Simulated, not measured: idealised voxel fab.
Name of the process module below: voxel double patterning
Shown is cross-section cut, with a width of 175 nm and square cells of size 5 nm.
The cross-sections in this document take the form of a grid made of square cells. They are written out as bands, in order from top to bottom. Each band consists of one or more rows of cells.
What a band's entry tells you: where the top is and where the bottom is, as heights in nm, and after that what lies inside, material by material from left to right, each with its width in nm. Empty space is written as the word "empty", and a single material marked with the word "edge to edge" occupies the band from edge to edge.
The reference from which all heights are counted is 0, the level beneath which the as-received wafer is entirely one material; the lowest band, having no lower bound, proceeds downward and is written after the example "top 0, no bottom".
You'd read "30 to 40" like this: the band's top row of cells is as wide as the first number, its bottom row is as wide as the second, and going down, every row changes width by the same amount as the row before did.
No cell of the cross-section changed in a step that is given as "no alteration".
Entry "Entrapped void list" = empty spaces >= 8 cells with no open way to the top; each as width x height at distance, distance from left edge, all nm.
Read whatever lies past the settings on a step's line as the simulator's own remark about the step.
For masked steps, "overlay nm" on the step line gives how far right of plan the mask actually lay; a minus sign means it lay to the left.

[Below is the list of planned process steps]
1) RECEIVE | material Si
2) CONFORMAL_DEP | material SiO2 | thk nm 10
3) DIRECTIONAL_DEP | material W | thk nm 10
4) DIRECTIONAL_DEP | material SiCN | thk nm 5
5) DIRECTIONAL_DEP | material aC | thk nm 10
6) PATTERN | tone open | mask id FIRST | material resist | width nm 15 | pitch nm 50 | thk nm 25 | overlay nm 0
7) DIRECTIONAL_ETCH | etch materials aC | depth nm 10
8) STRIP | etch materials resist
9) DIRECTIONAL_ETCH | etch materials SiCN | depth nm 5
10) STRIP | etch materials aC
11) PATTERN | tone open | mask id SECOND | material resist | width nm 15 | pitch nm 50 | thk nm 15 | overlay nm 0
12) DIRECTIONAL_ETCH | etch materials SiCN | depth nm 5
13) STRIP | etch materials resist
14) DIRECTIONAL_ETCH | etch materials W | depth nm 10
15) STRIP | etch materials SiCN

[Cross-section of the incoming wafer, state after step 1]
> top 0, no bottom  Si edge to edge
> Entrapped void list: none

[Cross-section: first of two wafers, module finished, run according to plan]
> top 20, bottom 10  W 30 nm, then empty 15 nm, then W 10 nm, then empty 15 nm, then W 10 nm, then empty 15 nm, then W 10 nm, then empty 15 nm, then W 10 nm, then empty 15 nm, then W 30 nm
> top 10, bottom 0  SiO2 edge to edge
> top 0, no bottom  Si edge to edge
> Entrapped void list: none

[Wafer two, sectioned after the module: the first wafer's start, the first wafer's plan, and one mistake in how it was run]
> top 25, bottom 15  W 30 nm, then empty 15 nm, then W 10 nm, then empty 15 nm, then W 10 nm, then empty 15 nm, then W 10 nm, then empty 15 nm, then W 10 nm, then empty 15 nm, then W 30 nm
> top 15, bottom 10  W edge to edge
> top 10, bottom 0  SiO2 edge to edge
> top 0, no bottom  Si edge to edge
> Entrapped void list: none
Heads up, the wafer didn't run the way we planned it: step 3 changed vs plan, executed as DIRECTIONAL_DEP | material W | thk nm 15
Final wafer comparison in cells, second versus first, more or fewer per material: +35 W
